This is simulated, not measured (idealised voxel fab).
The following is a process module called voxel wiring stack.
Square cells of 5 nm make up the cross-section cut, whose width is 260 nm.
When this document writes out a cross-section, it uses a grid of square cells and lists it as bands, beginning at the top and moving down, with a band standing for one or more rows of cells. The band entry comprises the height of the band's top followed by the height of its bottom, expressed in nm, and subsequently the band's materials from left to right, each stated together with its width in nm. Where a single material is marked with the word "full width", that material fills the band from edge to edge. The word "air" represents empty space. Height datum 0, below which the as-received substrate wafer is one material. Lowest band open at the bottom, running downward: "top 0, no bottom". Width "30..40": first value at the band's top row of cells, second value at its bottom row, equal change from row to row. Step marked "identical to before"? Then no cell in the cross-section changed in it. Trapped cavities: empty space of 8 cells or more with no open way to the top, each as width x height at its distance from the left edge, in nm. Whatever follows a step's settings on its line is a remark the simulator itself makes about that step. Steps that use a mask can have "overlay nm" on their line. It says how far the mask sat to the right of where it was meant to be. Negative means to the left.
Intended process steps:
1,RECEIVE (material Si)
2,CONFORMAL_DEP (material SiO2; thk nm 10)
3,DIRECTIONAL_DEP (material TiN; thk nm 5)
4,DIRECTIONAL_DEP (material W; thk nm 25)
5,MASKED_ETCH (tone cover; mask id METAL_1; width nm 25; pitch nm 40; etch materials W; depth nm 25; overlay nm 0)
6,MASKED_ETCH (tone cover; mask id METAL_1; width nm 25; pitch nm 40; etch materials TiN; depth nm 5; overlay nm 0)
7,FILL_DEP (material lowk; thk nm 5)
8,CMP (height nm 40)
9,CONFORMAL_DEP (material SiCN; thk nm 5)
10,DIRECTIONAL_DEP (material SiO2; thk nm 10)
11,PATTERN (tone open; mask id PLUG_1; material resist; width nm 15; pitch nm 40; thk nm 15; overlay nm 0)
12,DIRECTIONAL_ETCH (etch materials SiO2; depth nm 10)
13,DIRECTIONAL_ETCH (etch materials SiCN; depth nm 5)
14,STRIP (etch materials resist)
15,CONFORMAL_DEP (material TiN; thk nm 5)
16,FILL_DEP (material Ru; thk nm 10)
17,CMP (height nm 55)
18,DIRECTIONAL_DEP (material TiN; thk nm 5)
19,DIRECTIONAL_DEP (material Ru; thk nm 25)
20,DIRECTIONAL_DEP (material aC; thk nm 15)
21,PATTERN (tone cover; mask id METAL_2; material resist; width nm 25; pitch nm 40; thk nm 35; overlay nm 0)
22,DIRECTIONAL_ETCH (etch materials aC; depth nm 15)
23,STRIP (etch materials resist)
24,DIRECTIONAL_ETCH (etch materials Ru; depth nm 25)
25,DIRECTIONAL_ETCH (etch materials TiN; depth nm 5)
26,STRIP (etch materials aC)
27,CONFORMAL_DEP (material SiCN; thk nm 5)
28,FILL_DEP (material SiO2; thk nm 5)
29,CMP (height nm 85)
30,CONFORMAL_DEP (material SiCN; thk nm 5)
31,DIRECTIONAL_DEP (material lowk; thk nm 20)
32,PATTERN (tone open; mask id PLUG_2; material resist; width nm 15; pitch nm 80; thk nm 20; overlay nm 0)
33,DIRECTIONAL_ETCH (etch materials lowk; depth nm 20)
34,DIRECTIONAL_ETCH (etch materials SiCN; depth nm 5)
35,STRIP (etch materials resist)
36,CONFORMAL_DEP (material TiN; thk nm 5)
37,FILL_DEP (material Ru; thk nm 5)
38,CMP (height nm 110)
39,CONFORMAL_DEP (material SiN; thk nm 5)
40,DIRECTIONAL_DEP (material SiO2; thk nm 15)
41,MASKED_ETCH (tone open; mask id METAL_3; width nm 25; pitch nm 40; etch materials SiO2; depth nm 15; overlay nm 0)
42,MASKED_ETCH (tone open; mask id METAL_3; width nm 25; pitch nm 40; etch materials SiN; depth nm 5; overlay nm 0)
43,CONFORMAL_DEP (material TiN; thk nm 5)
44,FILL_DEP (material Cu; thk nm 5)
45,CMP (height nm 130)
46,CONFORMAL_DEP (material SiCN; thk nm 5)
First of two wafers: run as planned:
Cross-section: wafer on arrival = after step 1:
top 0, no bottom = Si full width
Trapped cavities: none
Cross-sectional representation of the wafer at the conclusion of step 2:
top 10, bottom 0 = SiO2 full width
For the remainder of the cross-section, below 0, there is no change.
Cross-sectional representation of the wafer at the conclusion of step 3:
top 15, bottom 10 = TiN full width
For the remainder of the cross-section, below 10, there is no change.
Cross-sectional representation of the wafer at the conclusion of step 4:
top 40, bottom 15 = W full width
For the remainder of the cross-section, below 15, there is no change.
Cross-sectional representation of the wafer at the conclusion of step 5:
top 40, bottom 15 = 55 air, then 25 W, then 15 air, then 25 W, then 15 air, then 25 W, then 15 air, then 25 W, then 60 air
For the remainder of the cross-section, below 15, there is no change.
Cross-sectional representation of the wafer at the conclusion of step 6:
top 40, bottom 15 = 55 air, then 25 W, then 15 air, then 25 W, then 15 air, then 25 W, then 15 air, then 25 W, then 60 air
top 15, bottom 10 = 55 air, then 25 TiN, then 15 air, then 25 TiN, then 15 air, then 25 TiN, then 15 air, then 25 TiN, then 60 air
For the remainder of the cross-section, below 10, there is no change.
Cross-sectional representation of the wafer at the conclusion of step 7:
top 45, bottom 40 = lowk full width
top 40, bottom 15 = 55 lowk, then 25 W, then 15 lowk, then 25 W, then 15 lowk, then 25 W, then 15 lowk, then 25 W, then 60 lowk
top 15, bottom 10 = 55 lowk, then 25 TiN, then 15 lowk, then 25 TiN, then 15 lowk, then 25 TiN, then 15 lowk, then 25 TiN, then 60 lowk
For the remainder of the cross-section, below 10, there is no change.
Cross-sectional representation of the wafer at the conclusion of step 8:
top 40, bottom 15 = 55 lowk, then 25 W, then 15 lowk, then 25 W, then 15 lowk, then 25 W, then 15 lowk, then 25 W, then 60 lowk
For the remainder of the cross-section, below 15, there is no change.
Cross-sectional representation of the wafer at the conclusion of step 9:
top 45, bottom 40 = SiCN full width
For the remainder of the cross-section, below 40, there is no change.
Cross-sectional representation of the wafer at the conclusion of step 10:
top 55, bottom 45 = SiO2 full width
For the remainder of the cross-section, below 45, there is no change.
Cross-sectional representation of the wafer at the conclusion of step 11:
top 70, bottom 55 = 55 resist, then 15 air, then 25 resist, then 15 air, then 25 resist, then 15 air, then 25 resist, then 15 air, then 70 resist
For the remainder of the cross-section, below 55, there is no change.
Cross-sectional representation of the wafer at the conclusion of step 12:
top 70, bottom 55 = 55 resist, then 15 air, then 25 resist, then 15 air, then 25 resist, then 15 air, then 25 resist, then 15 air, then 70 resist
top 55, bottom 45 = 55 SiO2, then 15 air, then 25 SiO2, then 15 air, then 25 SiO2, then 15 air, then 25 SiO2, then 15 air, then 70 SiO2
For the remainder of the cross-section, below 45, there is no change.
Cross-sectional representation of the wafer at the conclusion of step 13:
top 70, bottom 55 = 55 resist, then 15 air, then 25 resist, then 15 air, then 25 resist, then 15 air, then 25 resist, then 15 air, then 70 resist
top 55, bottom 45 = 55 SiO2, then 15 air, then 25 SiO2, then 15 air, then 25 SiO2, then 15 air, then 25 SiO2, then 15 air, then 70 SiO2
top 45, bottom 40 = 55 SiCN, then 15 air, then 25 SiCN, then 15 air, then 25 SiCN, then 15 air, then 25 SiCN, then 15 air, then 70 SiCN
For the remainder of the cross-section, below 40, there is no change.
Cross-sectional representation of the wafer at the conclusion of step 14:
top 55, bottom 45 = 55 SiO2, then 15 air, then 25 SiO2, then 15 air, then 25 SiO2, then 15 air, then 25 SiO2, then 15 air, then 70 SiO2
For the remainder of the cross-section, below 45, there is no change.
Cross-sectional representation of the wafer at the conclusion of step 15:
top 60, bottom 55 = 60 TiN, then 5 air, then 35 TiN, then 5 air, then 35 TiN, then 5 air, then 35 TiN, then 5 air, then 75 TiN
top 55, bottom 45 = 55 SiO2, then 5 TiN, then 5 air, then 5 TiN, then 25 SiO2, then 5 TiN, then 5 air, then 5 TiN, then 25 SiO2, then 5 TiN, then 5 air, then 5 TiN, then 25 SiO2, then 5 TiN, then 5 air, then 5 TiN, then 70 SiO2
top 45, bottom 40 = 55 SiCN, then 15 TiN, then 25 SiCN, then 15 TiN, then 25 SiCN, then 15 TiN, then 25 SiCN, then 15 TiN, then 70 SiCN
For the remainder of the cross-section, below 40, there is no change.
Cross-sectional representation of the wafer at the conclusion of step 16:
top 70, bottom 60 = Ru full width
top 60, bottom 55 = 60 TiN, then 5 Ru, then 35 TiN, then 5 Ru, then 35 TiN, then 5 Ru, then 35 TiN, then 5 Ru, then 75 TiN
top 55, bottom 45 = 55 SiO2, then 5 TiN, then 5 Ru, then 5 TiN, then 25 SiO2, then 5 TiN, then 5 Ru, then 5 TiN, then 25 SiO2, then 5 TiN, then 5 Ru, then 5 TiN, then 25 SiO2, then 5 TiN, then 5 Ru, then 5 TiN, then 70 SiO2
For the remainder of the cross-section, below 45, there is no change.
Cross-sectional representation of the wafer at the conclusion of step 17:
top 55, bottom 45 = 55 SiO2, then 5 TiN, then 5 Ru, then 5 TiN, then 25 SiO2, then 5 TiN, then 5 Ru, then 5 TiN, then 25 SiO2, then 5 TiN, then 5 Ru, then 5 TiN, then 25 SiO2, then 5 TiN, then 5 Ru, then 5 TiN, then 70 SiO2
For the remainder of the cross-section, below 45, there is no change.
Cross-sectional representation of the wafer at the conclusion of step 18:
top 60, bottom 55 = TiN full width
For the remainder of the cross-section, below 55, there is no change.
Cross-sectional representation of the wafer at the conclusion of step 19:
top 85, bottom 60 = Ru full width
For the remainder of the cross-section, below 60, there is no change.
Cross-sectional representation of the wafer at the conclusion of step 20:
top 100, bottom 85 = aC full width
For the remainder of the cross-section, below 85, there is no change.
Cross-sectional representation of the wafer at the conclusion of step 21:
top 135, bottom 100 = 55 air, then 25 resist, then 15 air, then 25 resist, then 15 air, then 25 resist, then 15 air, then 25 resist, then 60 air
For the remainder of the cross-section, below 100, there is no change.
Cross-sectional representation of the wafer at the conclusion of step 22:
top 120, bottom 100 = 55 air, then 25 resist, then 15 air, then 25 resist, then 15 air, then 25 resist, then 15 air, then 25 resist, then 60 air
top 100, bottom 85 = 55 air, then 25 aC, then 15 air, then 25 aC, then 15 air, then 25 aC, then 15 air, then 25 aC, then 60 air
For the remainder of the cross-section, below 85, there is no change.
Cross-sectional representation of the wafer at the conclusion of step 23:
top 100, bottom 85 = 55 air, then 25 aC, then 15 air, then 25 aC, then 15 air, then 25 aC, then 15 air, then 25 aC, then 60 air
For the remainder of the cross-section, below 85, there is no change.
Cross-sectional representation of the wafer at the conclusion of step 24:
top 100, bottom 85 = 55 air, then 25 aC, then 15 air, then 25 aC, then 15 air, then 25 aC, then 15 air, then 25 aC, then 60 air
top 85, bottom 60 = 55 air, then 25 Ru, then 15 air, then 25 Ru, then 15 air, then 25 Ru, then 15 air, then 25 Ru, then 60 air
For the remainder of the cross-section, below 60, there is no change.
Cross-sectional representation of the wafer at the conclusion of step 25:
top 100, bottom 85 = 55 air, then 25 aC, then 15 air, then 25 aC, then 15 air, then 25 aC, then 15 air, then 25 aC, then 60 air
top 85, bottom 60 = 55 air, then 25 Ru, then 15 air, then 25 Ru, then 15 air, then 25 Ru, then 15 air, then 25 Ru, then 60 air
top 60, bottom 55 = 55 air, then 25 TiN, then 15 air, then 25 TiN, then 15 air, then 25 TiN, then 15 air, then 25 TiN, then 60 air
For the remainder of the cross-section, below 55, there is no change.
Cross-sectional representation of the wafer at the conclusion of step 26:
top 85, bottom 60 = 55 air, then 25 Ru, then 15 air, then 25 Ru, then 15 air, then 25 Ru, then 15 air, then 25 Ru, then 60 air
For the remainder of the cross-section, below 60, there is no change.
Cross-sectional representation of the wafer at the conclusion of step 27:
top 90, bottom 85 = 50 air, then 35 SiCN, then 5 air, then 35 SiCN, then 5 air, then 35 SiCN, then 5 air, then 35 SiCN, then 55 air
top 85, bottom 60 = 50 air, then 5 SiCN, then 25 Ru, then 5 SiCN, then 5 air, then 5 SiCN, then 25 Ru, then 5 SiCN, then 5 air, then 5 SiCN, then 25 Ru, then 5 SiCN, then 5 air, then 5 SiCN, then 25 Ru, then 5 SiCN, then 55 air
top 60, bottom 55 = 55 SiCN, then 25 TiN, then 15 SiCN, then 25 TiN, then 15 SiCN, then 25 TiN, then 15 SiCN, then 25 TiN, then 60 SiCN
For the remainder of the cross-section, below 55, there is no change.
Cross-sectional representation of the wafer at the conclusion of step 28:
top 95, bottom 90 = SiO2 full width
top 90, bottom 85 = 50 SiO2, then 35 SiCN, then 5 SiO2, then 35 SiCN, then 5 SiO2, then 35 SiCN, then 5 SiO2, then 35 SiCN, then 55 SiO2
top 85, bottom 60 = 50 SiO2, then 5 SiCN, then 25 Ru, then 5 SiCN, then 5 SiO2, then 5 SiCN, then 25 Ru, then 5 SiCN, then 5 SiO2, then 5 SiCN, then 25 Ru, then 5 SiCN, then 5 SiO2, then 5 SiCN, then 25 Ru, then 5 SiCN, then 55 SiO2
For the remainder of the cross-section, below 60, there is no change.
Cross-sectional representation of the wafer at the conclusion of step 29:
top 85, bottom 60 = 50 SiO2, then 5 SiCN, then 25 Ru, then 5 SiCN, then 5 SiO2, then 5 SiCN, then 25 Ru, then 5 SiCN, then 5 SiO2, then 5 SiCN, then 25 Ru, then 5 SiCN, then 5 SiO2, then 5 SiCN, then 25 Ru, then 5 SiCN, then 55 SiO2
For the remainder of the cross-section, below 60, there is no change.
Cross-sectional representation of the wafer at the conclusion of step 30:
top 90, bottom 85 = SiCN full width
For the remainder of the cross-section, below 85, there is no change.
Cross-sectional representation of the wafer at the conclusion of step 31:
top 110, bottom 90 = lowk full width
For the remainder of the cross-section, below 90, there is no change.
Cross-sectional representation of the wafer at the conclusion of step 32:
top 130, bottom 110 = 55 resist, then 15 air, then 65 resist, then 15 air, then 110 resist
For the remainder of the cross-section, below 110, there is no change.
Cross-sectional representation of the wafer at the conclusion of step 33:
top 130, bottom 110 = 55 resist, then 15 air, then 65 resist, then 15 air, then 110 resist
top 110, bottom 90 = 55 lowk, then 15 air, then 65 lowk, then 15 air, then 110 lowk
For the remainder of the cross-section, below 90, there is no change.
Cross-sectional representation of the wafer at the conclusion of step 34:
top 130, bottom 110 = 55 resist, then 15 air, then 65 resist, then 15 air, then 110 resist
top 110, bottom 90 = 55 lowk, then 15 air, then 65 lowk, then 15 air, then 110 lowk
top 90, bottom 85 = 55 SiCN, then 15 air, then 65 SiCN, then 15 air, then 110 SiCN
For the remainder of the cross-section, below 85, there is no change.
Cross-sectional representation of the wafer at the conclusion of step 35:
top 110, bottom 90 = 55 lowk, then 15 air, then 65 lowk, then 15 air, then 110 lowk
For the remainder of the cross-section, below 90, there is no change.
Cross-sectional representation of the wafer at the conclusion of step 36:
top 115, bottom 110 = 60 TiN, then 5 air, then 75 TiN, then 5 air, then 115 TiN
top 110, bottom 90 = 55 lowk, then 5 TiN, then 5 air, then 5 TiN, then 65 lowk, then 5 TiN, then 5 air, then 5 TiN, then 110 lowk
top 90, bottom 85 = 55 SiCN, then 15 TiN, then 65 SiCN, then 15 TiN, then 110 SiCN
For the remainder of the cross-section, below 85, there is no change.
Cross-sectional representation of the wafer at the conclusion of step 37:
top 120, bottom 115 = Ru full width
top 115, bottom 110 = 60 TiN, then 5 Ru, then 75 TiN, then 5 Ru, then 115 TiN
top 110, bottom 90 = 55 lowk, then 5 TiN, then 5 Ru, then 5 TiN, then 65 lowk, then 5 TiN, then 5 Ru, then 5 TiN, then 110 lowk
For the remainder of the cross-section, below 90, there is no change.
Cross-sectional representation of the wafer at the conclusion of step 38:
top 110, bottom 90 = 55 lowk, then 5 TiN, then 5 Ru, then 5 TiN, then 65 lowk, then 5 TiN, then 5 Ru, then 5 TiN, then 110 lowk
For the remainder of the cross-section, below 90, there is no change.
Cross-sectional representation of the wafer at the conclusion of step 39:
top 115, bottom 110 = SiN full width
For the remainder of the cross-section, below 110, there is no change.
Cross-sectional representation of the wafer at the conclusion of step 40:
top 130, bottom 115 = SiO2 full width
For the remainder of the cross-section, below 115, there is no change.
Cross-sectional representation of the wafer at the conclusion of step 41:
top 130, bottom 115 = 55 SiO2, then 25 air, then 15 SiO2, then 25 air, then 15 SiO2, then 25 air, then 15 SiO2, then 25 air, then 60 SiO2
For the remainder of the cross-section, below 115, there is no change.
Cross-sectional representation of the wafer at the conclusion of step 42:
top 130, bottom 115 = 55 SiO2, then 25 air, then 15 SiO2, then 25 air, then 15 SiO2, then 25 air, then 15 SiO2, then 25 air, then 60 SiO2
top 115, bottom 110 = 55 SiN, then 25 air, then 15 SiN, then 25 air, then 15 SiN, then 25 air, then 15 SiN, then 25 air, then 60 SiN
For the remainder of the cross-section, below 110, there is no change.
Cross-sectional representation of the wafer at the conclusion of step 43:
top 135, bottom 130 = 60 TiN, then 15 air, then 25 TiN, then 15 air, then 25 TiN, then 15 air, then 25 TiN, then 15 air, then 65 TiN
top 130, bottom 115 = 55 SiO2, then 5 TiN, then 15 air, then 5 TiN, then 15 SiO2, then 5 TiN, then 15 air, then 5 TiN, then 15 SiO2, then 5 TiN, then 15 air, then 5 TiN, then 15 SiO2, then 5 TiN, then 15 air, then 5 TiN, then 60 SiO2
top 115, bottom 110 = 55 SiN, then 25 TiN, then 15 SiN, then 25 TiN, then 15 SiN, then 25 TiN, then 15 SiN, then 25 TiN, then 60 SiN
For the remainder of the cross-section, below 110, there is no change.
Cross-sectional representation of the wafer at the conclusion of step 44:
top 140, bottom 135 = Cu full width
top 135, bottom 130 = 60 TiN, then 15 Cu, then 25 TiN, then 15 Cu, then 25 TiN, then 15 Cu, then 25 TiN, then 15 Cu, then 65 TiN
top 130, bottom 115 = 55 SiO2, then 5 TiN, then 15 Cu, then 5 TiN, then 15 SiO2, then 5 TiN, then 15 Cu, then 5 TiN, then 15 SiO2, then 5 TiN, then 15 Cu, then 5 TiN, then 15 SiO2, then 5 TiN, then 15 Cu, then 5 TiN, then 60 SiO2
For the remainder of the cross-section, below 115, there is no change.
Cross-sectional representation of the wafer at the conclusion of step 45:
top 130, bottom 115 = 55 SiO2, then 5 TiN, then 15 Cu, then 5 TiN, then 15 SiO2, then 5 TiN, then 15 Cu, then 5 TiN, then 15 SiO2, then 5 TiN, then 15 Cu, then 5 TiN, then 15 SiO2, then 5 TiN, then 15 Cu, then 5 TiN, then 60 SiO2
For the remainder of the cross-section, below 115, there is no change.
Cross-sectional representation of the wafer at the conclusion of step 46:
top 135, bottom 130 = SiCN full width
For the remainder of the cross-section, below 130, there is no change.
Okay, second wafer. Nothing different at the start, nothing different in the plan, just one mistake somewhere in the running. As far as step 31, counting that step, it's the first wafer all over again:
At the planned end of step 32, the second wafer in cross-section:
top 130, bottom 110 = 60 resist, then 15 air, then 65 resist, then 15 air, then 105 resist
For the remainder of the cross-section, below 110, there is no change.
At the planned end of step 33, the second wafer in cross-section:
top 130, bottom 110 = 60 resist, then 15 air, then 65 resist, then 15 air, then 105 resist
top 110, bottom 90 = 60 lowk, then 15 air, then 65 lowk, then 15 air, then 105 lowk
For the remainder of the cross-section, below 90, there is no change.
At the planned end of step 34, the second wafer in cross-section:
top 130, bottom 110 = 60 resist, then 15 air, then 65 resist, then 15 air, then 105 resist
top 110, bottom 90 = 60 lowk, then 15 air, then 65 lowk, then 15 air, then 105 lowk
top 90, bottom 85 = 60 SiCN, then 15 air, then 65 SiCN, then 15 air, then 105 SiCN
For the remainder of the cross-section, below 85, there is no change.
At the planned end of step 35, the second wafer in cross-section:
top 110, bottom 90 = 60 lowk, then 15 air, then 65 lowk, then 15 air, then 105 lowk
For the remainder of the cross-section, below 90, there is no change.
At the planned end of step 36, the second wafer in cross-section:
top 115, bottom 110 = 65 TiN, then 5 air, then 75 TiN, then 5 air, then 110 TiN
top 110, bottom 90 = 60 lowk, then 5 TiN, then 5 air, then 5 TiN, then 65 lowk, then 5 TiN, then 5 air, then 5 TiN, then 105 lowk
top 90, bottom 85 = 60 SiCN, then 15 TiN, then 65 SiCN, then 15 TiN, then 105 SiCN
For the remainder of the cross-section, below 85, there is no change.
At the planned end of step 37, the second wafer in cross-section:
top 120, bottom 115 = Ru full width
top 115, bottom 110 = 65 TiN, then 5 Ru, then 75 TiN, then 5 Ru, then 110 TiN
top 110, bottom 90 = 60 lowk, then 5 TiN, then 5 Ru, then 5 TiN, then 65 lowk, then 5 TiN, then 5 Ru, then 5 TiN, then 105 lowk
For the remainder of the cross-section, below 90, there is no change.
At the planned end of step 38, the second wafer in cross-section:
top 110, bottom 90 = 60 lowk, then 5 TiN, then 5 Ru, then 5 TiN, then 65 lowk, then 5 TiN, then 5 Ru, then 5 TiN, then 105 lowk
For the remainder of the cross-section, below 90, there is no change.
At the planned end of step 39, the second wafer in cross-section:
top 115, bottom 110 = SiN full width
For the remainder of the cross-section, below 110, there is no change.
At the planned end of step 40, the second wafer in cross-section:
top 130, bottom 115 = SiO2 full width
For the remainder of the cross-section, below 115, there is no change.
At the planned end of step 41, the second wafer in cross-section:
top 130, bottom 115 = 55 SiO2, then 25 air, then 15 SiO2, then 25 air, then 15 SiO2, then 25 air, then 15 SiO2, then 25 air, then 60 SiO2
For the remainder of the cross-section, below 115, there is no change.
At the planned end of step 42, the second wafer in cross-section:
top 130, bottom 115 = 55 SiO2, then 25 air, then 15 SiO2, then 25 air, then 15 SiO2, then 25 air, then 15 SiO2, then 25 air, then 60 SiO2
top 115, bottom 110 = 55 SiN, then 25 air, then 15 SiN, then 25 air, then 15 SiN, then 25 air, then 15 SiN, then 25 air, then 60 SiN
For the remainder of the cross-section, below 110, there is no change.
At the planned end of step 43, the second wafer in cross-section:
top 135, bottom 130 = 60 TiN, then 15 air, then 25 TiN, then 15 air, then 25 TiN, then 15 air, then 25 TiN, then 15 air, then 65 TiN
top 130, bottom 115 = 55 SiO2, then 5 TiN, then 15 air, then 5 TiN, then 15 SiO2, then 5 TiN, then 15 air, then 5 TiN, then 15 SiO2, then 5 TiN, then 15 air, then 5 TiN, then 15 SiO2, then 5 TiN, then 15 air, then 5 TiN, then 60 SiO2
top 115, bottom 110 = 55 SiN, then 25 TiN, then 15 SiN, then 25 TiN, then 15 SiN, then 25 TiN, then 15 SiN, then 25 TiN, then 60 SiN
For the remainder of the cross-section, below 110, there is no change.
At the planned end of step 44, the second wafer in cross-section:
top 140, bottom 135 = Cu full width
top 135, bottom 130 = 60 TiN, then 15 Cu, then 25 TiN, then 15 Cu, then 25 TiN, then 15 Cu, then 25 TiN, then 15 Cu, then 65 TiN
top 130, bottom 115 = 55 SiO2, then 5 TiN, then 15 Cu, then 5 TiN, then 15 SiO2, then 5 TiN, then 15 Cu, then 5 TiN, then 15 SiO2, then 5 TiN, then 15 Cu, then 5 TiN, then 15 SiO2, then 5 TiN, then 15 Cu, then 5 TiN, then 60 SiO2
For the remainder of the cross-section, below 115, there is no change.
At the planned end of step 45, the second wafer in cross-section:
top 130, bottom 115 = 55 SiO2, then 5 TiN, then 15 Cu, then 5 TiN, then 15 SiO2, then 5 TiN, then 15 Cu, then 5 TiN, then 15 SiO2, then 5 TiN, then 15 Cu, then 5 TiN, then 15 SiO2, then 5 TiN, then 15 Cu, then 5 TiN, then 60 SiO2
For the remainder of the cross-section, below 115, there is no change.
At the planned end of step 46, the second wafer in cross-section:
top 135, bottom 130 = SiCN full width
For the remainder of the cross-section, below 130, there is no change.
What was the processing mistake? planned and actual differ for step 32; actual: PATTERN (tone open; mask id PLUG_2; material resist; width nm 15; pitch nm 80; thk nm 20; overlay nm 5)
Both wafers, final: cells per material equal; arrangement not.
